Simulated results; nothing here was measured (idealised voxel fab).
process module | voxel self aligned vias
cross-section cut | 175 nm wide | cells 5 nm
A cross-section is a grid of square cells, given in bands from the top down. A band is one or more rows of cells.
Each band's line starts with the height of the band's top and of its bottom, in nm. Then come its materials from left to right, each with its width in nm. One material with "throughout" fills the band from edge to edge. "air" is empty space.
Height 0 is the level under which the wafer as received is all one material. The lowest band goes on downwards, as in "0 down".
A width such as "30 to 40" changes by the same amount from each row of cells to the next, from the band's top row to its bottom row.
"no change" after a step means that no cell of the cross-section changed.
closed voids: empty space of 8 cells or more with no open way to the top, each as width x height at its distance from the left edge, in nm
after a step's settings: what the simulator itself notes on the step
overlay nm, on a step with a mask: how far to the right of its planned place the mask lay; to the left if negative
plan
1 op RECEIVE | material Si
2 op CONFORMAL_DEP | material SiO2 | thk nm 15
3 op CONFORMAL_DEP | material SiCN | thk nm 5
4 op DIRECTIONAL_DEP | material SiO2 | thk nm 20
5 op DIRECTIONAL_DEP | material aC | thk nm 15
6 op PATTERN | tone open | mask id LINES | material resist | width nm 30 | pitch nm 70 | thk nm 35 | overlay nm 0
7 op DIRECTIONAL_ETCH | etch materials aC | depth nm 15
8 op STRIP | etch materials resist
9 op DIRECTIONAL_ETCH | etch materials SiO2 | depth nm 20
10 op STRIP | etch materials aC
11 op CONFORMAL_DEP | material TiN | thk nm 5
12 op FILL_DEP | material Ru | thk nm 10
13 op CMP | height nm 40
14 op SELECTIVE_ETCH | etch materials W Ru TiN | depth nm 10
15 op FILL_DEP | material SiN | thk nm 5
16 op CMP | height nm 40
17 op DIRECTIONAL_DEP | material SiO2 | thk nm 15
18 op DIRECTIONAL_DEP | material aC | thk nm 10
19 op PATTERN | tone open | mask id VIAS | material resist | width nm 50 | thk nm 30 | overlay nm 0
20 op DIRECTIONAL_ETCH | etch materials aC | depth nm 10
21 op STRIP | etch materials resist
22 op DIRECTIONAL_ETCH | etch materials SiO2 | depth nm 15
23 op DIRECTIONAL_ETCH | etch materials SiN | depth nm 10
24 op STRIP | etch materials aC
25 op CONFORMAL_DEP | material TiN | thk nm 5
26 op FILL_DEP | material W | thk nm 10
27 op CMP | height nm 55
28 op CONFORMAL_DEP | material SiN | thk nm 5
first wafer, as planned
as received, after step 1
  0 down: Si throughout
  closed voids: none
after step 2
  15 to 0: SiO2 throughout
  below 0: unchanged
after step 3
  20 to 15: SiCN throughout
  below 15: unchanged
after step 4
  40 to 20: SiO2 throughout
  below 20: unchanged
after step 5
  55 to 40: aC throughout
  below 40: unchanged
after step 6
  90 to 55: resist 35 | air 30 | resist 40 | air 30 | resist 40
  below 55: unchanged
after step 7
  75 to 55: resist 35 | air 30 | resist 40 | air 30 | resist 40
  55 to 40: aC 35 | air 30 | aC 40 | air 30 | aC 40
  below 40: unchanged
after step 8
  55 to 40: aC 35 | air 30 | aC 40 | air 30 | aC 40
  below 40: unchanged
after step 9
  55 to 40: aC 35 | air 30 | aC 40 | air 30 | aC 40
  40 to 20: SiO2 35 | air 30 | SiO2 40 | air 30 | SiO2 40
  below 20: unchanged
after step 10
  40 to 20: SiO2 35 | air 30 | SiO2 40 | air 30 | SiO2 40
  below 20: unchanged
after step 11
  45 to 40: TiN 40 | air 20 | TiN 50 | air 20 | TiN 45
  40 to 25: SiO2 35 | TiN 5 | air 20 | TiN 5 | SiO2 40 | TiN 5 | air 20 | TiN 5 | SiO2 40
  25 to 20: SiO2 35 | TiN 30 | SiO2 40 | TiN 30 | SiO2 40
  below 20: unchanged
after step 12
  55 to 45: Ru throughout
  45 to 40: TiN 40 | Ru 20 | TiN 50 | Ru 20 | TiN 45
  40 to 25: SiO2 35 | TiN 5 | Ru 20 | TiN 5 | SiO2 40 | TiN 5 | Ru 20 | TiN 5 | SiO2 40
  below 25: unchanged
after step 13
  40 to 25: SiO2 35 | TiN 5 | Ru 20 | TiN 5 | SiO2 40 | TiN 5 | Ru 20 | TiN 5 | SiO2 40
  below 25: unchanged
after step 14
  40 to 30: SiO2 35 | air 30 | SiO2 40 | air 30 | SiO2 40
  below 30: unchanged
after step 15
  45 to 40: SiN throughout
  40 to 30: SiO2 35 | SiN 30 | SiO2 40 | SiN 30 | SiO2 40
  below 30: unchanged
after step 16
  40 to 30: SiO2 35 | SiN 30 | SiO2 40 | SiN 30 | SiO2 40
  below 30: unchanged
after step 17
  55 to 40: SiO2 throughout
  below 40: unchanged
after step 18
  65 to 55: aC throughout
  below 55: unchanged
after step 19
  95 to 65: resist 25 | air 50 | resist 100
  below 65: unchanged
after step 20
  85 to 65: resist 25 | air 50 | resist 100
  65 to 55: aC 25 | air 50 | aC 100
  below 55: unchanged
after step 21
  65 to 55: aC 25 | air 50 | aC 100
  below 55: unchanged
after step 22
  65 to 55: aC 25 | air 50 | aC 100
  55 to 40: SiO2 25 | air 50 | SiO2 100
  below 40: unchanged
after step 23
  65 to 55: aC 25 | air 50 | aC 100
  55 to 40: SiO2 25 | air 50 | SiO2 100
  40 to 30: SiO2 35 | air 30 | SiO2 40 | SiN 30 | SiO2 40
  below 30: unchanged
after step 24
  55 to 40: SiO2 25 | air 50 | SiO2 100
  below 40: unchanged
after step 25
  60 to 55: TiN 30 | air 40 | TiN 105
  55 to 45: SiO2 25 | TiN 5 | air 40 | TiN 5 | SiO2 100
  45 to 40: SiO2 25 | TiN 15 | air 20 | TiN 15 | SiO2 100
  40 to 35: SiO2 35 | TiN 5 | air 20 | TiN 5 | SiO2 40 | SiN 30 | SiO2 40
  35 to 30: SiO2 35 | TiN 30 | SiO2 40 | SiN 30 | SiO2 40
  below 30: unchanged
after step 26
  70 to 60: W throughout
  60 to 55: TiN 30 | W 40 | TiN 105
  55 to 45: SiO2 25 | TiN 5 | W 40 | TiN 5 | SiO2 100
  45 to 40: SiO2 25 | TiN 15 | W 20 | TiN 15 | SiO2 100
  40 to 35: SiO2 35 | TiN 5 | W 20 | TiN 5 | SiO2 40 | SiN 30 | SiO2 40
  below 35: unchanged
after step 27
  55 to 45: SiO2 25 | TiN 5 | W 40 | TiN 5 | SiO2 100
  below 45: unchanged
after step 28
  60 to 55: SiN throughout
  below 55: unchanged
second wafer: like start, like plan, one mistake. Through step 18 it matches the first wafer
when step 19 should have ended
  95 to 65: air 25 | resist 50 | air 100
  below 65: unchanged
when step 20 should have ended
  85 to 65: air 25 | resist 50 | air 100
  65 to 55: air 25 | aC 50 | air 100
  below 55: unchanged
when step 21 should have ended
  65 to 55: air 25 | aC 50 | air 100
  below 55: unchanged
when step 22 should have ended
  65 to 55: air 25 | aC 50 | air 100
  55 to 40: air 25 | SiO2 50 | air 100
  below 40: unchanged
when step 23 should have ended
  65 to 55: air 25 | aC 50 | air 100
  55 to 40: air 25 | SiO2 50 | air 100
  40 to 30: SiO2 35 | SiN 30 | SiO2 40 | air 30 | SiO2 40
  below 30: unchanged
when step 24 should have ended
  55 to 40: air 25 | SiO2 50 | air 100
  below 40: unchanged
when step 25 should have ended
  60 to 55: air 20 | TiN 60 | air 95
  55 to 45: air 20 | TiN 5 | SiO2 50 | TiN 5 | air 95
  45 to 40: TiN 25 | SiO2 50 | TiN 35 | air 20 | TiN 45
  40 to 35: SiO2 35 | SiN 30 | SiO2 40 | TiN 5 | air 20 | TiN 5 | SiO2 40
  35 to 30: SiO2 35 | SiN 30 | SiO2 40 | TiN 30 | SiO2 40
  below 30: unchanged
when step 26 should have ended
  70 to 60: W throughout
  60 to 55: W 20 | TiN 60 | W 95
  55 to 45: W 20 | TiN 5 | SiO2 50 | TiN 5 | W 95
  45 to 40: TiN 25 | SiO2 50 | TiN 35 | W 20 | TiN 45
  40 to 35: SiO2 35 | SiN 30 | SiO2 40 | TiN 5 | W 20 | TiN 5 | SiO2 40
  below 35: unchanged
when step 27 should have ended
  55 to 45: W 20 | TiN 5 | SiO2 50 | TiN 5 | W 95
  below 45: unchanged
when step 28 should have ended
  60 to 55: SiN throughout
  below 55: unchanged
what went wrong: step 19 ran as: op PATTERN | tone cover | mask id VIAS | material resist | width nm 50 | thk nm 30 | overlay nm 0
at the end the second wafer has, in cells: 45 fewer of SiO2 | 15 more of TiN | 30 more of W
